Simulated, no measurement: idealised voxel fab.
process module | voxel spacer lines
cross-section cut | 255 nm wide | cells 5 nm
A cross-section is a grid of square cells, given in bands from the top down. A band is one or more rows of cells.
Each band's line starts with the height of the band's top and of its bottom, in nm. Then come its materials from left to right, each with its width in nm. One material with "throughout" fills the band from edge to edge. "air" is empty space.
Height 0 is the level under which the wafer as received is all one material. The lowest band goes on downwards, as in "0 down".
A width such as "30 to 40" changes by the same amount from each row of cells to the next, from the band's top row to its bottom row.
"no change" after a step means that no cell of the cross-section changed.
closed voids: empty space of 8 cells or more with no open way to the top, each as width x height at its distance from the left edge, in nm
after a step's settings: what the simulator itself notes on the step
overlay nm, on a step with a mask: how far to the right of its planned place the mask lay; to the left if negative
Each pair below shows a cross-section before one step and the cross-section after it, down to the lowest band that changed. The line under each pair gives the step between them, with its settings. The pairs can come from different runs of this module on the same starting wafer, so a pair continues from the pair above only where its "before" says so.
before
  0 down: Si throughout
  closed voids: none
after
  10 to 0: Al2O3 throughout
  below 0: unchanged
  closed voids: none
the step between: op CONFORMAL_DEP | material Al2O3 | thk nm 10
before: the cross-section after the pair above
after
  25 to 10: polySi throughout
  below 10: unchanged
  closed voids: none
the step between: op DIRECTIONAL_DEP | material polySi | thk nm 15
before: the cross-section after the pair above
after
  45 to 25: aC throughout
  below 25: unchanged
  closed voids: none
the step between: op DIRECTIONAL_DEP | material aC | thk nm 20
before: the cross-section after the pair above
after
  70 to 45: air 80 | resist 25 | air 45 | resist 25 | air 80
  below 45: unchanged
  closed voids: none
the step between: op PATTERN | tone cover | mask id MANDREL | material resist | width nm 25 | pitch nm 70 | thk nm 25 | overlay nm 0
before: the cross-section after the pair above
after
  50 to 45: air 80 | resist 25 | air 45 | resist 25 | air 80
  45 to 25: air 80 | aC 25 | air 45 | aC 25 | air 80
  below 25: unchanged
  closed voids: none
the step between: op DIRECTIONAL_ETCH | etch materials aC | depth nm 20
before: the cross-section after the pair above
after
  45 to 25: air 80 | aC 25 | air 45 | aC 25 | air 80
  below 25: unchanged
  closed voids: none
the step between: op STRIP | etch materials resist
before: the cross-section after the pair above
after
  55 to 45: air 70 | SiO2 45 | air 25 | SiO2 45 | air 70
  45 to 35: air 70 | SiO2 10 | aC 25 | SiO2 10 | air 25 | SiO2 10 | aC 25 | SiO2 10 | air 70
  35 to 25: SiO2 80 | aC 25 | SiO2 45 | aC 25 | SiO2 80
  below 25: unchanged
  closed voids: none
the step between: op CONFORMAL_DEP | material SiO2 | thk nm 10
before: the cross-section after the pair above
after
  45 to 25: air 70 | SiO2 10 | aC 25 | SiO2 10 | air 25 | SiO2 10 | aC 25 | SiO2 10 | air 70
  below 25: unchanged
  closed voids: none
the step between: op DIRECTIONAL_ETCH | etch materials SiO2 | depth nm 10
before: the cross-section after the pair above
after
  45 to 25: air 70 | SiO2 10 | air 25 | SiO2 10 | air 25 | SiO2 10 | air 25 | SiO2 10 | air 70
  below 25: unchanged
  closed voids: none
the step between: op STRIP | etch materials aC
before: the cross-section after the pair above
after
  45 to 25: air 70 | SiO2 10 | air 25 | SiO2 10 | air 25 | SiO2 10 | air 25 | SiO2 10 | air 70
  25 to 10: air 70 | polySi 10 | air 25 | polySi 10 | air 25 | polySi 10 | air 25 | polySi 10 | air 70
  below 10: unchanged
  closed voids: none
the step between: op DIRECTIONAL_ETCH | etch materials polySi | depth nm 15
before: the cross-section after the pair above
after
  25 to 10: air 70 | polySi 10 | air 25 | polySi 10 | air 25 | polySi 10 | air 25 | polySi 10 | air 70
  below 10: unchanged
  closed voids: none
the step between: op STRIP | etch materials SiO2
before: the cross-section after the pair above
after
  35 to 25: lowk throughout
  25 to 10: lowk 70 | polySi 10 | lowk 25 | polySi 10 | lowk 25 | polySi 10 | lowk 25 | polySi 10 | lowk 70
  below 10: unchanged
  closed voids: none
the step between: op FILL_DEP | material lowk | thk nm 10
before: the cross-section after the pair above
after
  25 to 10: lowk 70 | polySi 10 | lowk 25 | polySi 10 | lowk 25 | polySi 10 | lowk 25 | polySi 10 | lowk 70
  below 10: unchanged
  closed voids: none
the step between: op CMP | height nm 25
before
  0 down: Si throughout
  closed voids: none
after
  15 to 0: polySi throughout
  below 0: unchanged
  closed voids: none
the step between: op DIRECTIONAL_DEP | material polySi | thk nm 15
before: the cross-section after the pair above
after
  35 to 15: aC throughout
  below 15: unchanged
  closed voids: none
the step between: op DIRECTIONAL_DEP | material aC | thk nm 20
before: the cross-section after the pair above
after
  60 to 35: air 80 | resist 25 | air 45 | resist 25 | air 80
  below 35: unchanged
  closed voids: none
the step between: op PATTERN | tone cover | mask id MANDREL | material resist | width nm 25 | pitch nm 70 | thk nm 25 | overlay nm 0
before: the cross-section after the pair above
after
  40 to 35: air 80 | resist 25 | air 45 | resist 25 | air 80
  35 to 15: air 80 | aC 25 | air 45 | aC 25 | air 80
  below 15: unchanged
  closed voids: none
the step between: op DIRECTIONAL_ETCH | etch materials aC | depth nm 20
before: the cross-section after the pair above
after
  35 to 15: air 80 | aC 25 | air 45 | aC 25 | air 80
  below 15: unchanged
  closed voids: none
the step between: op STRIP | etch materials resist
before: the cross-section after the pair above
after
  45 to 35: air 70 | SiO2 45 | air 25 | SiO2 45 | air 70
  35 to 25: air 70 | SiO2 10 | aC 25 | SiO2 10 | air 25 | SiO2 10 | aC 25 | SiO2 10 | air 70
  25 to 15: SiO2 80 | aC 25 | SiO2 45 | aC 25 | SiO2 80
  below 15: unchanged
  closed voids: none
the step between: op CONFORMAL_DEP | material SiO2 | thk nm 10
before: the cross-section after the pair above
after
  35 to 15: air 70 | SiO2 10 | aC 25 | SiO2 10 | air 25 | SiO2 10 | aC 25 | SiO2 10 | air 70
  below 15: unchanged
  closed voids: none
the step between: op DIRECTIONAL_ETCH | etch materials SiO2 | depth nm 10
before: the cross-section after the pair above
after
  35 to 15: air 70 | SiO2 10 | air 25 | SiO2 10 | air 25 | SiO2 10 | air 25 | SiO2 10 | air 70
  below 15: unchanged
  closed voids: none
the step between: op STRIP | etch materials aC
before: the cross-section after the pair above
after
  35 to 15: air 70 | SiO2 10 | air 25 | SiO2 10 | air 25 | SiO2 10 | air 25 | SiO2 10 | air 70
  15 to 0: air 70 | polySi 10 | air 25 | polySi 10 | air 25 | polySi 10 | air 25 | polySi 10 | air 70
  below 0: unchanged
  closed voids: none
the step between: op DIRECTIONAL_ETCH | etch materials polySi | depth nm 15
before: the cross-section after the pair above
after
  15 to 0: air 70 | polySi 10 | air 25 | polySi 10 | air 25 | polySi 10 | air 25 | polySi 10 | air 70
  below 0: unchanged
  closed voids: none
the step between: op STRIP | etch materials SiO2
before: the cross-section after the pair above
after
  25 to 15: lowk throughout
  15 to 0: lowk 70 | polySi 10 | lowk 25 | polySi 10 | lowk 25 | polySi 10 | lowk 25 | polySi 10 | lowk 70
  below 0: unchanged
  closed voids: none
the step between: op FILL_DEP | material lowk | thk nm 10
before
  45 to 25: air 70 | SiO2 10 | aC 25 | SiO2 10 | air 25 | SiO2 10 | aC 25 | SiO2 10 | air 70
  25 to 10: polySi throughout
  10 to 0: Al2O3 throughout
  0 down: Si throughout
  closed voids: none
after
  45 to 35: air 80 | aC 25 | air 45 | aC 25 | air 80
  below 35: unchanged
  closed voids: none
the step between: op DIRECTIONAL_ETCH | etch materials SiO2 | depth nm 10
before: the cross-section after the pair above
after
  35 to 25: air 70 | SiO2 10 | air 25 | SiO2 10 | air 25 | SiO2 10 | air 25 | SiO2 10 | air 70
  below 25: unchanged
  closed voids: none
the step between: op STRIP | etch materials aC
before: the cross-section after the pair above
after
  35 to 25: air 70 | SiO2 10 | air 25 | SiO2 10 | air 25 | SiO2 10 | air 25 | SiO2 10 | air 70
  25 to 10: air 70 | polySi 10 | air 25 | polySi 10 | air 25 | polySi 10 | air 25 | polySi 10 | air 70
  below 10: unchanged
  closed voids: none
the step between: op DIRECTIONAL_ETCH | etch materials polySi | depth nm 15
before: the cross-section after the pair above
after
  25 to 10: air 70 | polySi 10 | air 25 | polySi 10 | air 25 | polySi 10 | air 25 | polySi 10 | air 70
  below 10: unchanged
  closed voids: none
the step between: op STRIP | etch materials SiO2
before
  15 to 0: polySi throughout
  0 down: Si throughout
  closed voids: none
after
  25 to 15: Al2O3 throughout
  below 15: unchanged
  closed voids: none
the step between: op CONFORMAL_DEP | material Al2O3 | thk nm 10
before: the cross-section after the pair above
after
  45 to 25: aC throughout
  below 25: unchanged
  closed voids: none
the step between: op DIRECTIONAL_DEP | material aC | thk nm 20
before: the cross-section after the pair above
after
  70 to 45: air 80 | resist 25 | air 45 | resist 25 | air 80
  below 45: unchanged
  closed voids: none
the step between: op PATTERN | tone cover | mask id MANDREL | material resist | width nm 25 | pitch nm 70 | thk nm 25 | overlay nm 0
before: the cross-section after the pair above
after
  50 to 45: air 80 | resist 25 | air 45 | resist 25 | air 80
  45 to 25: air 80 | aC 25 | air 45 | aC 25 | air 80
  below 25: unchanged
  closed voids: none
the step between: op DIRECTIONAL_ETCH | etch materials aC | depth nm 20
before: the cross-section after the pair above
after
  45 to 25: air 80 | aC 25 | air 45 | aC 25 | air 80
  below 25: unchanged
  closed voids: none
the step between: op STRIP | etch materials resist
before: the cross-section after the pair above
after
  55 to 45: air 70 | SiO2 45 | air 25 | SiO2 45 | air 70
  45 to 35: air 70 | SiO2 10 | aC 25 | SiO2 10 | air 25 | SiO2 10 | aC 25 | SiO2 10 | air 70
  35 to 25: SiO2 80 | aC 25 | SiO2 45 | aC 25 | SiO2 80
  below 25: unchanged
  closed voids: none
the step between: op CONFORMAL_DEP | material SiO2 | thk nm 10
before: the cross-section after the pair above
after
  45 to 25: air 70 | SiO2 10 | aC 25 | SiO2 10 | air 25 | SiO2 10 | aC 25 | SiO2 10 | air 70
  below 25: unchanged
  closed voids: none
the step between: op DIRECTIONAL_ETCH | etch materials SiO2 | depth nm 10
before: the cross-section after the pair above
after
  45 to 25: air 70 | SiO2 10 | air 25 | SiO2 10 | air 25 | SiO2 10 | air 25 | SiO2 10 | air 70
  below 25: unchanged
  closed voids: none
the step between: op STRIP | etch materials aC
before: the cross-section after the pair above
after
  25 to 15: Al2O3 throughout
  below 15: unchanged
  closed voids: none
the step between: op STRIP | etch materials SiO2
before: the cross-section after the pair above
after
  35 to 25: lowk throughout
  below 25: unchanged
  closed voids: none
the step between: op FILL_DEP | material lowk | thk nm 10
before: the cross-section after the pair above
after
  25 to 15: Al2O3 throughout
  below 15: unchanged
  closed voids: none
the step between: op CMP | height nm 25
before
  0 down: Si throughout
  closed voids: none
after
  15 to 0: Al2O3 throughout
  below 0: unchanged
  closed voids: none
the step between: op CONFORMAL_DEP | material Al2O3 | thk nm 15
before: the cross-section after the pair above
after
  30 to 15: polySi throughout
  below 15: unchanged
  closed voids: none
the step between: op DIRECTIONAL_DEP | material polySi | thk nm 15
before: the cross-section after the pair above
after
  50 to 30: aC throughout
  below 30: unchanged
  closed voids: none
the step between: op DIRECTIONAL_DEP | material aC | thk nm 20
before: the cross-section after the pair above
after
  75 to 50: air 80 | resist 25 | air 45 | resist 25 | air 80
  below 50: unchanged
  closed voids: none
the step between: op PATTERN | tone cover | mask id MANDREL | material resist | width nm 25 | pitch nm 70 | thk nm 25 | overlay nm 0
before: the cross-section after the pair above
after
  55 to 50: air 80 | resist 25 | air 45 | resist 25 | air 80
  50 to 30: air 80 | aC 25 | air 45 | aC 25 | air 80
  below 30: unchanged
  closed voids: none
the step between: op DIRECTIONAL_ETCH | etch materials aC | depth nm 20
before: the cross-section after the pair above
after
  50 to 30: air 80 | aC 25 | air 45 | aC 25 | air 80
  below 30: unchanged
  closed voids: none
the step between: op STRIP | etch materials resist
before: the cross-section after the pair above
after
  60 to 50: air 70 | SiO2 45 | air 25 | SiO2 45 | air 70
  50 to 40: air 70 | SiO2 10 | aC 25 | SiO2 10 | air 25 | SiO2 10 | aC 25 | SiO2 10 | air 70
  40 to 30: SiO2 80 | aC 25 | SiO2 45 | aC 25 | SiO2 80
  below 30: unchanged
  closed voids: none
the step between: op CONFORMAL_DEP | material SiO2 | thk nm 10
before: the cross-section after the pair above
after
  50 to 30: air 70 | SiO2 10 | aC 25 | SiO2 10 | air 25 | SiO2 10 | aC 25 | SiO2 10 | air 70
  below 30: unchanged
  closed voids: none
the step between: op DIRECTIONAL_ETCH | etch materials SiO2 | depth nm 10
before: the cross-section after the pair above
after
  50 to 30: air 70 | SiO2 10 | air 25 | SiO2 10 | air 25 | SiO2 10 | air 25 | SiO2 10 | air 70
  below 30: unchanged
  closed voids: none
the step between: op STRIP | etch materials aC
before: the cross-section after the pair above
after
  50 to 30: air 70 | SiO2 10 | air 25 | SiO2 10 | air 25 | SiO2 10 | air 25 | SiO2 10 | air 70
  30 to 15: air 70 | polySi 10 | air 25 | polySi 10 | air 25 | polySi 10 | air 25 | polySi 10 | air 70
  below 15: unchanged
  closed voids: none
the step between: op DIRECTIONAL_ETCH | etch materials polySi | depth nm 15
before: the cross-section after the pair above
after
  30 to 15: air 70 | polySi 10 | air 25 | polySi 10 | air 25 | polySi 10 | air 25 | polySi 10 | air 70
  below 15: unchanged
  closed voids: none
the step between: op STRIP | etch materials SiO2
before: the cross-section after the pair above
after
  40 to 30: lowk throughout
  30 to 15: lowk 70 | polySi 10 | lowk 25 | polySi 10 | lowk 25 | polySi 10 | lowk 25 | polySi 10 | lowk 70
  below 15: unchanged
  closed voids: none
the step between: op FILL_DEP | material lowk | thk nm 10
before: the cross-section after the pair above
after
  25 to 15: lowk 70 | polySi 10 | lowk 25 | polySi 10 | lowk 25 | polySi 10 | lowk 25 | polySi 10 | lowk 70
  below 15: unchanged
  closed voids: none
the step between: op CMP | height nm 25
before
  45 to 25: aC throughout
  25 to 10: polySi throughout
  10 to 0: Al2O3 throughout
  0 down: Si throughout
  closed voids: none
after
  70 to 45: air 80 | resist 30 | air 40 | resist 30 | air 75
  below 45: unchanged
  closed voids: none
the step between: op PATTERN | tone cover | mask id MANDREL | material resist | width nm 30 | pitch nm 70 | thk nm 25 | overlay nm 0
before: the cross-section after the pair above
after
  50 to 45: air 80 | resist 30 | air 40 | resist 30 | air 75
  45 to 25: air 80 | aC 30 | air 40 | aC 30 | air 75
  below 25: unchanged
  closed voids: none
the step between: op DIRECTIONAL_ETCH | etch materials aC | depth nm 20
before: the cross-section after the pair above
after
  45 to 25: air 80 | aC 30 | air 40 | aC 30 | air 75
  below 25: unchanged
  closed voids: none
the step between: op STRIP | etch materials resist
before: the cross-section after the pair above
after
  55 to 45: air 70 | SiO2 50 | air 20 | SiO2 50 | air 65
  45 to 35: air 70 | SiO2 10 | aC 30 | SiO2 10 | air 20 | SiO2 10 | aC 30 | SiO2 10 | air 65
  35 to 25: SiO2 80 | aC 30 | SiO2 40 | aC 30 | SiO2 75
  below 25: unchanged
  closed voids: none
the step between: op CONFORMAL_DEP | material SiO2 | thk nm 10
before: the cross-section after the pair above
after
  45 to 25: air 70 | SiO2 10 | aC 30 | SiO2 10 | air 20 | SiO2 10 | aC 30 | SiO2 10 | air 65
  below 25: unchanged
  closed voids: none
the step between: op DIRECTIONAL_ETCH | etch materials SiO2 | depth nm 10
before: the cross-section after the pair above
after
  45 to 25: air 70 | SiO2 10 | air 30 | SiO2 10 | air 20 | SiO2 10 | air 30 | SiO2 10 | air 65
  below 25: unchanged
  closed voids: none
the step between: op STRIP | etch materials aC
before: the cross-section after the pair above
after
  45 to 25: air 70 | SiO2 10 | air 30 | SiO2 10 | air 20 | SiO2 10 | air 30 | SiO2 10 | air 65
  25 to 10: air 70 | polySi 10 | air 30 | polySi 10 | air 20 | polySi 10 | air 30 | polySi 10 | air 65
  below 10: unchanged
  closed voids: none
the step between: op DIRECTIONAL_ETCH | etch materials polySi | depth nm 15
before: the cross-section after the pair above
after
  25 to 10: air 70 | polySi 10 | air 30 | polySi 10 | air 20 | polySi 10 | air 30 | polySi 10 | air 65
  below 10: unchanged
  closed voids: none
the step between: op STRIP | etch materials SiO2
before: the cross-section after the pair above
after
  35 to 25: lowk throughout
  25 to 10: lowk 70 | polySi 10 | lowk 30 | polySi 10 | lowk 20 | polySi 10 | lowk 30 | polySi 10 | lowk 65
  below 10: unchanged
  closed voids: none
the step between: op FILL_DEP | material lowk | thk nm 10
before: the cross-section after the pair above
after
  25 to 10: lowk 70 | polySi 10 | lowk 30 | polySi 10 | lowk 20 | polySi 10 | lowk 30 | polySi 10 | lowk 65
  below 10: unchanged
  closed voids: none
the step between: op CMP | height nm 25
before
  45 to 25: aC throughout
  25 to 10: polySi throughout
  10 to 0: Al2O3 throughout
  0 down: Si throughout
  closed voids: none
after
  70 to 45: air 75 | resist 25 | air 45 | resist 25 | air 85
  below 45: unchanged
  closed voids: none
the step between: op PATTERN | tone cover | mask id MANDREL | material resist | width nm 25 | pitch nm 70 | thk nm 25 | overlay nm -5
before: the cross-section after the pair above
after
  50 to 45: air 75 | resist 25 | air 45 | resist 25 | air 85
  45 to 25: air 75 | aC 25 | air 45 | aC 25 | air 85
  below 25: unchanged
  closed voids: none
the step between: op DIRECTIONAL_ETCH | etch materials aC | depth nm 20
before: the cross-section after the pair above
after
  45 to 25: air 75 | aC 25 | air 45 | aC 25 | air 85
  below 25: unchanged
  closed voids: none
the step between: op STRIP | etch materials resist
before: the cross-section after the pair above
after
  55 to 45: air 65 | SiO2 45 | air 25 | SiO2 45 | air 75
  45 to 35: air 65 | SiO2 10 | aC 25 | SiO2 10 | air 25 | SiO2 10 | aC 25 | SiO2 10 | air 75
  35 to 25: SiO2 75 | aC 25 | SiO2 45 | aC 25 | SiO2 85
  below 25: unchanged
  closed voids: none
the step between: op CONFORMAL_DEP | material SiO2 | thk nm 10
before: the cross-section after the pair above
after
  45 to 25: air 65 | SiO2 10 | aC 25 | SiO2 10 | air 25 | SiO2 10 | aC 25 | SiO2 10 | air 75
  below 25: unchanged
  closed voids: none
the step between: op DIRECTIONAL_ETCH | etch materials SiO2 | depth nm 10
before: the cross-section after the pair above
after
  45 to 25: air 65 | SiO2 10 | air 25 | SiO2 10 | air 25 | SiO2 10 | air 25 | SiO2 10 | air 75
  below 25: unchanged
  closed voids: none
the step between: op STRIP | etch materials aC
before: the cross-section after the pair above
after
  45 to 25: air 65 | SiO2 10 | air 25 | SiO2 10 | air 25 | SiO2 10 | air 25 | SiO2 10 | air 75
  25 to 10: air 65 | polySi 10 | air 25 | polySi 10 | air 25 | polySi 10 | air 25 | polySi 10 | air 75
  below 10: unchanged
  closed voids: none
the step between: op DIRECTIONAL_ETCH | etch materials polySi | depth nm 15
before: the cross-section after the pair above
after
  25 to 10: air 65 | polySi 10 | air 25 | polySi 10 | air 25 | polySi 10 | air 25 | polySi 10 | air 75
  below 10: unchanged
  closed voids: none
the step between: op STRIP | etch materials SiO2
before: the cross-section after the pair above
after
  35 to 25: lowk throughout
  25 to 10: lowk 65 | polySi 10 | lowk 25 | polySi 10 | lowk 25 | polySi 10 | lowk 25 | polySi 10 | lowk 75
  below 10: unchanged
  closed voids: none
the step between: op FILL_DEP | material lowk | thk nm 10
before: the cross-section after the pair above
after
  25 to 10: lowk 65 | polySi 10 | lowk 25 | polySi 10 | lowk 25 | polySi 10 | lowk 25 | polySi 10 | lowk 75
  below 10: unchanged
  closed voids: none
the step between: op CMP | height nm 25
before
  45 to 25: air 80 | aC 25 | air 45 | aC 25 | air 80
  25 to 10: polySi throughout
  10 to 0: Al2O3 throughout
  0 down: Si throughout
  closed voids: none
after
  55 to 45: air 70 | polySi 45 | air 25 | polySi 45 | air 70
  45 to 35: air 70 | polySi 10 | aC 25 | polySi 10 | air 25 | polySi 10 | aC 25 | polySi 10 | air 70
  35 to 25: polySi 80 | aC 25 | polySi 45 | aC 25 | polySi 80
  below 25: unchanged
  closed voids: none
the step between: op CONFORMAL_DEP | material polySi | thk nm 10
before: the cross-section after the pair above
after
  45 to 40: air 80 | aC 25 | air 45 | aC 25 | air 80
  40 to 25: air 70 | polySi 10 | aC 25 | polySi 10 | air 25 | polySi 10 | aC 25 | polySi 10 | air 70
  25 to 20: air 70 | polySi 45 | air 25 | polySi 45 | air 70
  below 20: unchanged
  closed voids: none
the step between: op DIRECTIONAL_ETCH | etch materials polySi | depth nm 15
before: the cross-section after the pair above
after
  55 to 45: lowk throughout
  45 to 40: lowk 80 | aC 25 | lowk 45 | aC 25 | lowk 80
  40 to 25: lowk 70 | polySi 10 | aC 25 | polySi 10 | lowk 25 | polySi 10 | aC 25 | polySi 10 | lowk 70
  25 to 20: lowk 70 | polySi 45 | lowk 25 | polySi 45 | lowk 70
  below 20: unchanged
  closed voids: none
the step between: op FILL_DEP | material lowk | thk nm 10
before: the cross-section after the pair above
after
  25 to 20: lowk 70 | polySi 45 | lowk 25 | polySi 45 | lowk 70
  below 20: unchanged
  closed voids: none
the step between: op CMP | height nm 25
before
  45 to 25: aC throughout
  25 to 10: polySi throughout
  10 to 0: Al2O3 throughout
  0 down: Si throughout
  closed voids: none
after
  70 to 45: resist 80 | air 25 | resist 45 | air 25 | resist 80
  below 45: unchanged
  closed voids: none
the step between: op PATTERN | tone open | mask id MANDREL | material resist | width nm 25 | pitch nm 70 | thk nm 25 | overlay nm 0
before: the cross-section after the pair above
after
  50 to 45: resist 80 | air 25 | resist 45 | air 25 | resist 80
  45 to 25: aC 80 | air 25 | aC 45 | air 25 | aC 80
  below 25: unchanged
  closed voids: none
the step between: op DIRECTIONAL_ETCH | etch materials aC | depth nm 20
before: the cross-section after the pair above
after
  45 to 25: aC 80 | air 25 | aC 45 | air 25 | aC 80
  below 25: unchanged
  closed voids: none
the step between: op STRIP | etch materials resist
before: the cross-section after the pair above
after
  55 to 45: SiO2 90 | air 5 | SiO2 65 | air 5 | SiO2 90
  45 to 35: aC 80 | SiO2 10 | air 5 | SiO2 10 | aC 45 | SiO2 10 | air 5 | SiO2 10 | aC 80
  35 to 25: aC 80 | SiO2 25 | aC 45 | SiO2 25 | aC 80
  below 25: unchanged
  closed voids: none
the step between: op CONFORMAL_DEP | material SiO2 | thk nm 10
before: the cross-section after the pair above
after
  45 to 25: aC 80 | SiO2 10 | air 5 | SiO2 10 | aC 45 | SiO2 10 | air 5 | SiO2 10 | aC 80
  below 25: unchanged
  closed voids: none
the step between: op DIRECTIONAL_ETCH | etch materials SiO2 | depth nm 10
before: the cross-section after the pair above
after
  45 to 25: air 80 | SiO2 10 | air 5 | SiO2 10 | air 45 | SiO2 10 | air 5 | SiO2 10 | air 80
  below 25: unchanged
  closed voids: none
the step between: op STRIP | etch materials aC
before: the cross-section after the pair above
after
  45 to 25: air 80 | SiO2 10 | air 5 | SiO2 10 | air 45 | SiO2 10 | air 5 | SiO2 10 | air 80
  25 to 10: air 80 | polySi 10 | air 5 | polySi 10 | air 45 | polySi 10 | air 5 | polySi 10 | air 80
  below 10: unchanged
  closed voids: none
the step between: op DIRECTIONAL_ETCH | etch materials polySi | depth nm 15
before: the cross-section after the pair above
after
  25 to 10: air 80 | polySi 10 | air 5 | polySi 10 | air 45 | polySi 10 | air 5 | polySi 10 | air 80
  below 10: unchanged
  closed voids: none
the step between: op STRIP | etch materials SiO2
before: the cross-section after the pair above
after
  35 to 25: lowk throughout
  25 to 10: lowk 80 | polySi 10 | lowk 5 | polySi 10 | lowk 45 | polySi 10 | lowk 5 | polySi 10 | lowk 80
  below 10: unchanged
  closed voids: none
the step between: op FILL_DEP | material lowk | thk nm 10
before: the cross-section after the pair above
after
  25 to 10: lowk 80 | polySi 10 | lowk 5 | polySi 10 | lowk 45 | polySi 10 | lowk 5 | polySi 10 | lowk 80
  below 10: unchanged
  closed voids: none
the step between: op CMP | height nm 25
